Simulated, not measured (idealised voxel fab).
voxel capacitor over wiring: a process module
cross-section cut | 245 nm wide | cells 5 nm
Cross-sections here: square-cell grids, written as top-down lists of bands, a band being one or more rows of cells. Top, bottom (nm), then materials left to right with widths (nm); lone material tagged "everywhere" fills the whole band edge to edge; "empty" = empty space. Height 0 is the level under which the wafer as received is all one material. The lowest band goes on downwards, as in "0 and below". Width: "30..40" (first number = top row, second number = bottom row, same change from row to row of cells). A step reported as "no modifications" is a step in which no cell of the cross-section changed. "Entrapped voids" enumerates empty spaces isolated from the top, with no open way to it, that contain at least 8 cells, giving each as width x height at distance from the left edge, all three in nm. The remark found on a step's line after its settings is issued by the simulator itself and pertains to that step. What "overlay nm" on a step's line means: if the step has a mask, that mask lay this far to the right of its planned place, or, when the value is negative, to the left.

Here's what the planned process steps look like:
step 1: RECEIVE (material Si)
step 2: CONFORMAL_DEP (material SiO2; thk nm 10)
step 3: DIRECTIONAL_DEP (material TiN; thk nm 5)
step 4: DIRECTIONAL_DEP (material Ru; thk nm 15)
step 5: PATTERN (tone cover; mask id METAL_1; material resist; width nm 20; pitch nm 85; thk nm 20; overlay nm 0)
step 6: DIRECTIONAL_ETCH (etch materials Ru; depth nm 15)
step 7: DIRECTIONAL_ETCH (etch materials TiN; depth nm 5)
step 8: STRIP (etch materials resist)
step 9: CONFORMAL_DEP (material SiN; thk nm 5)
step 10: FILL_DEP (material SiO2; thk nm 10)
step 11: CMP (height nm 30)
step 12: CONFORMAL_DEP (material SiCN; thk nm 5)
step 13: DIRECTIONAL_DEP (material SiO2; thk nm 15)
step 14: DIRECTIONAL_DEP (material aC; thk nm 10)
step 15: PATTERN (tone open; mask id PLUG_1; material resist; width nm 15; thk nm 25; overlay nm 0)
step 16: DIRECTIONAL_ETCH (etch materials aC; depth nm 10)
step 17: STRIP (etch materials resist)
step 18: DIRECTIONAL_ETCH (etch materials SiO2; depth nm 15)
step 19: DIRECTIONAL_ETCH (etch materials SiCN; depth nm 5)
step 20: STRIP (etch materials aC)
step 21: EPI (material Ru; thk nm 10)
step 22: EPI (material Ru; thk nm 10)
step 23: DIRECTIONAL_DEP (material TiN; thk nm 10)
step 24: DIRECTIONAL_DEP (material SiN; thk nm 5)
step 25: DIRECTIONAL_DEP (material TiN; thk nm 10)
step 26: PATTERN (tone cover; mask id UPPER_PLATE; material resist; width nm 70; thk nm 15; overlay nm 0)
step 27: DIRECTIONAL_ETCH (etch materials TiN; depth nm 10)
step 28: DIRECTIONAL_ETCH (etch materials SiN; depth nm 5)
step 29: STRIP (etch materials resist)
step 30: PATTERN (tone cover; mask id LOWER_PLATE; material resist; width nm 80; thk nm 15; overlay nm 0)
step 31: DIRECTIONAL_ETCH (etch materials TiN; depth nm 10)
step 32: STRIP (etch materials resist)
step 33: FILL_DEP (material SiO2; thk nm 20)
step 34: CMP (height nm 90)
step 35: PATTERN (tone open; mask id PLUG_2; material resist; width nm 15; thk nm 15; overlay nm 0)
step 36: DIRECTIONAL_ETCH (etch materials SiO2; depth nm 15)
step 37: STRIP (etch materials resist)
step 38: CONFORMAL_DEP (material TiN; thk nm 5)
step 39: FILL_DEP (material W; thk nm 10)
step 40: CMP (height nm 90)
step 41: CONFORMAL_DEP (material SiN; thk nm 5)

Cross-section of the wafer upon arrival, representing the state reached after step 1:
0 and below: Si everywhere
Entrapped voids: none

Looking at the first of two wafers in cross-section at end of module - ran to plan:
95 down to 90: SiN everywhere
90 down to 80: 85 nm SiO2  5 nm TiN  5 nm W  5 nm TiN  145 nm SiO2
80 down to 75: 85 nm SiO2  15 nm TiN  145 nm SiO2
75 down to 65: 75 nm SiO2  70 nm TiN  100 nm SiO2
65 down to 60: 75 nm SiO2  70 nm SiN  100 nm SiO2
60 down to 50: 70 nm SiO2  80 nm TiN  95 nm SiO2
50 down to 35: 75 nm SiO2  15 nm Ru  155 nm SiO2
35 down to 30: 75 nm SiCN  15 nm Ru  155 nm SiCN
30 down to 15: 65 nm SiO2  5 nm SiN  20 nm Ru  5 nm SiN  55 nm SiO2  5 nm SiN  20 nm Ru  5 nm SiN  65 nm SiO2
15 down to 10: 70 nm SiN  20 nm TiN  65 nm SiN  20 nm TiN  70 nm SiN
10 down to 0: SiO2 everywhere
0 and below: Si everywhere
Entrapped voids: none

Here is the second of the two wafers cut open at the end of the module - same start, same plan as the first one, but we made one mistake running it:
95 down to 90: SiN everywhere
90 down to 80: 85 nm SiO2  60 nm TiN  100 nm SiO2
80 down to 75: 85 nm SiO2  5 nm TiN  55 nm SiN  100 nm SiO2
75 down to 70: 70 nm SiO2  5 nm TiN  15 nm SiO2  60 nm TiN  95 nm SiO2
70 down to 60: 70..75 nm SiO2  80..15 nm TiN  95..155 nm SiO2
60 down to 55: 75 nm SiO2  15 nm SiN  155 nm SiO2
55 down to 50: 75 nm SiO2  15 nm TiN  155 nm SiO2
50 down to 45: 75 nm SiCN  15 nm TiN  155 nm SiCN
45 down to 35: SiO2 everywhere
35 down to 30: 65 nm SiO2  30 nm SiN  55 nm SiO2  30 nm SiN  65 nm SiO2
30 down to 15: 65 nm SiO2  5 nm SiN  20 nm Ru  5 nm SiN  55 nm SiO2  5 nm SiN  20 nm Ru  5 nm SiN  65 nm SiO2
15 down to 10: 70 nm SiN  20 nm TiN  65 nm SiN  20 nm TiN  70 nm SiN
10 down to 0: SiO2 everywhere
0 and below: Si everywhere
Entrapped voids: none
Heads up, the wafer didn't run the way we planned it: step 11 from the plan never happened, it was just skipped
The final cell counts differ between the wafers, with the second having more or fewer of some materials than the first: Ru: 12 fewer; SiN: 12 more; SiO2: 6 more; TiN: 4 fewer; W: 2 fewer
